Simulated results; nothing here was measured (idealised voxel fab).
The document below concerns the process module designated voxel tone inversion.
The figure presents cross-section cut, which has a width of 145 nm and is divided into square cells with an edge length of 5 nm.
Think of the cross-section as a grid of square cells. We describe it in bands, top to bottom, and each band covers one or more rows of those cells.
The entry gives the band's vertical extent as a top height and a bottom height in nm, then its horizontal make-up as materials from left to right, each with a width in nm. "air" stands for empty space; a single material marked "all across" fills the band edge to edge.
Convention: height 0 is the level below which the wafer, as received, is all one material. The lowest band does not terminate at the bottom but continues downward, represented as "0 -> down".
Quick explanation for "30->40": the width changes in equal steps down the rows of cells, from the first number in the band's top row to the second number in its bottom row.
For the purposes of this document, the phrase "same as before" attached to a step denotes that no cell within the cross-section was modified by that step.
In "Fully sealed voids" the enclosed voids are listed, meaning empty spaces of 8 cells or larger without any opening to the top. The form is width x height at distance, distance from the left edge, units nm.
Whatever follows a step's settings on its line is a remark the simulator itself makes about that step.
The optional step-line setting "overlay nm" applies to steps with a mask and quantifies how far to the right of its planned location the mask lay, a negative value indicating leftward placement.

List of planned process steps:
1) RECEIVE with material Si
2) CONFORMAL_DEP with material SiCN, thk nm 10
3) DIRECTIONAL_DEP with material aC, thk nm 15
4) PATTERN with tone cover, mask id POSTS, material resist, width nm 15, pitch nm 30, thk nm 20, overlay nm 0
5) DIRECTIONAL_ETCH with etch materials aC, depth nm 15
6) STRIP with etch materials resist
7) FILL_DEP with material SiO2, thk nm 5
8) CMP with height nm 25
9) STRIP with etch materials aC
10) CONFORMAL_DEP with material TiN, thk nm 5
11) FILL_DEP with material Ru, thk nm 5
12) CMP with height nm 25
13) CONFORMAL_DEP with material SiCN, thk nm 5

On the first of the two wafers: run conducted according to plan:

Incoming wafer in cross-section (state: after step 1):
- 0 -> down  Si all across
- Fully sealed voids: none

You're looking at a cross-section of the wafer after step 2:
- 10 -> 0  SiCN all across
- For the remainder of the cross-section, below 0, there is no change.

You're looking at a cross-section of the wafer after step 3:
- 25 -> 10  aC all across
- For the remainder of the cross-section, below 10, there is no change.

You're looking at a cross-section of the wafer after step 4:
- 45 -> 25  20 air; 15 resist; 15 air; 15 resist; 15 air; 15 resist; 15 air; 15 resist; 20 air
- For the remainder of the cross-section, below 25, there is no change.

You're looking at a cross-section of the wafer after step 5:
- 30 -> 25  20 air; 15 resist; 15 air; 15 resist; 15 air; 15 resist; 15 air; 15 resist; 20 air
- 25 -> 10  20 air; 15 aC; 15 air; 15 aC; 15 air; 15 aC; 15 air; 15 aC; 20 air
- For the remainder of the cross-section, below 10, there is no change.

You're looking at a cross-section of the wafer after step 6:
- 25 -> 10  20 air; 15 aC; 15 air; 15 aC; 15 air; 15 aC; 15 air; 15 aC; 20 air
- For the remainder of the cross-section, below 10, there is no change.

You're looking at a cross-section of the wafer after step 7:
- 30 -> 25  SiO2 all across
- 25 -> 10  20 SiO2; 15 aC; 15 SiO2; 15 aC; 15 SiO2; 15 aC; 15 SiO2; 15 aC; 20 SiO2
- For the remainder of the cross-section, below 10, there is no change.

You're looking at a cross-section of the wafer after step 8:
- 25 -> 10  20 SiO2; 15 aC; 15 SiO2; 15 aC; 15 SiO2; 15 aC; 15 SiO2; 15 aC; 20 SiO2
- For the remainder of the cross-section, below 10, there is no change.

You're looking at a cross-section of the wafer after step 9:
- 25 -> 10  20 SiO2; 15 air; 15 SiO2; 15 air; 15 SiO2; 15 air; 15 SiO2; 15 air; 20 SiO2
- For the remainder of the cross-section, below 10, there is no change.

You're looking at a cross-section of the wafer after step 10:
- 30 -> 25  25 TiN; 5 air; 25 TiN; 5 air; 25 TiN; 5 air; 25 TiN; 5 air; 25 TiN
- 25 -> 15  20 SiO2; 5 TiN; 5 air; 5 TiN; 15 SiO2; 5 TiN; 5 air; 5 TiN; 15 SiO2; 5 TiN; 5 air; 5 TiN; 15 SiO2; 5 TiN; 5 air; 5 TiN; 20 SiO2
- 15 -> 10  20 SiO2; 15 TiN; 15 SiO2; 15 TiN; 15 SiO2; 15 TiN; 15 SiO2; 15 TiN; 20 SiO2
- For the remainder of the cross-section, below 10, there is no change.

You're looking at a cross-section of the wafer after step 11:
- 35 -> 30  Ru all across
- 30 -> 25  25 TiN; 5 Ru; 25 TiN; 5 Ru; 25 TiN; 5 Ru; 25 TiN; 5 Ru; 25 TiN
- 25 -> 15  20 SiO2; 5 TiN; 5 Ru; 5 TiN; 15 SiO2; 5 TiN; 5 Ru; 5 TiN; 15 SiO2; 5 TiN; 5 Ru; 5 TiN; 15 SiO2; 5 TiN; 5 Ru; 5 TiN; 20 SiO2
- For the remainder of the cross-section, below 15, there is no change.

You're looking at a cross-section of the wafer after step 12:
- 25 -> 15  20 SiO2; 5 TiN; 5 Ru; 5 TiN; 15 SiO2; 5 TiN; 5 Ru; 5 TiN; 15 SiO2; 5 TiN; 5 Ru; 5 TiN; 15 SiO2; 5 TiN; 5 Ru; 5 TiN; 20 SiO2
- For the remainder of the cross-section, below 15, there is no change.

You're looking at a cross-section of the wafer after step 13:
- 30 -> 25  SiCN all across
- For the remainder of the cross-section, below 25, there is no change.

Wafer two. Same start, same plan, one slip in execution. Same as wafer one through step 7, inclusive:

when step 8 should have ended:
- 25 -> 10  20 SiO2; 15 aC; 15 SiO2; 15 aC; 15 SiO2; 15 aC; 15 SiO2; 15 aC; 20 SiO2
- For the remainder of the cross-section, below 10, there is no change.

when step 9 should have ended:
- 25 -> 10  20 SiO2; 15 air; 15 SiO2; 15 air; 15 SiO2; 15 air; 15 SiO2; 15 air; 20 SiO2
- For the remainder of the cross-section, below 10, there is no change.

when step 10 should have ended:
- 30 -> 25  25 TiN; 5 air; 25 TiN; 5 air; 25 TiN; 5 air; 25 TiN; 5 air; 25 TiN
- 25 -> 15  20 SiO2; 5 TiN; 5 air; 5 TiN; 15 SiO2; 5 TiN; 5 air; 5 TiN; 15 SiO2; 5 TiN; 5 air; 5 TiN; 15 SiO2; 5 TiN; 5 air; 5 TiN; 20 SiO2
- 15 -> 10  20 SiO2; 15 TiN; 15 SiO2; 15 TiN; 15 SiO2; 15 TiN; 15 SiO2; 15 TiN; 20 SiO2
- For the remainder of the cross-section, below 10, there is no change.

when step 11 should have ended:
- 35 -> 30  Ru all across
- 30 -> 25  25 TiN; 5 Ru; 25 TiN; 5 Ru; 25 TiN; 5 Ru; 25 TiN; 5 Ru; 25 TiN
- 25 -> 15  20 SiO2; 5 TiN; 5 Ru; 5 TiN; 15 SiO2; 5 TiN; 5 Ru; 5 TiN; 15 SiO2; 5 TiN; 5 Ru; 5 TiN; 15 SiO2; 5 TiN; 5 Ru; 5 TiN; 20 SiO2
- For the remainder of the cross-section, below 15, there is no change.

when step 12 should have ended:
- 25 -> 15  20 SiO2; 5 TiN; 5 Ru; 5 TiN; 15 SiO2; 5 TiN; 5 Ru; 5 TiN; 15 SiO2; 5 TiN; 5 Ru; 5 TiN; 15 SiO2; 5 TiN; 5 Ru; 5 TiN; 20 SiO2
- For the remainder of the cross-section, below 15, there is no change.

when step 13 should have ended:
- 30 -> 25  SiCN all across
- For the remainder of the cross-section, below 25, there is no change.
Error vs. plan: yeah, plan step 8 got run twice
At process end the two wafers are indistinguishable in cross-section, so the error does not change what this model computes.
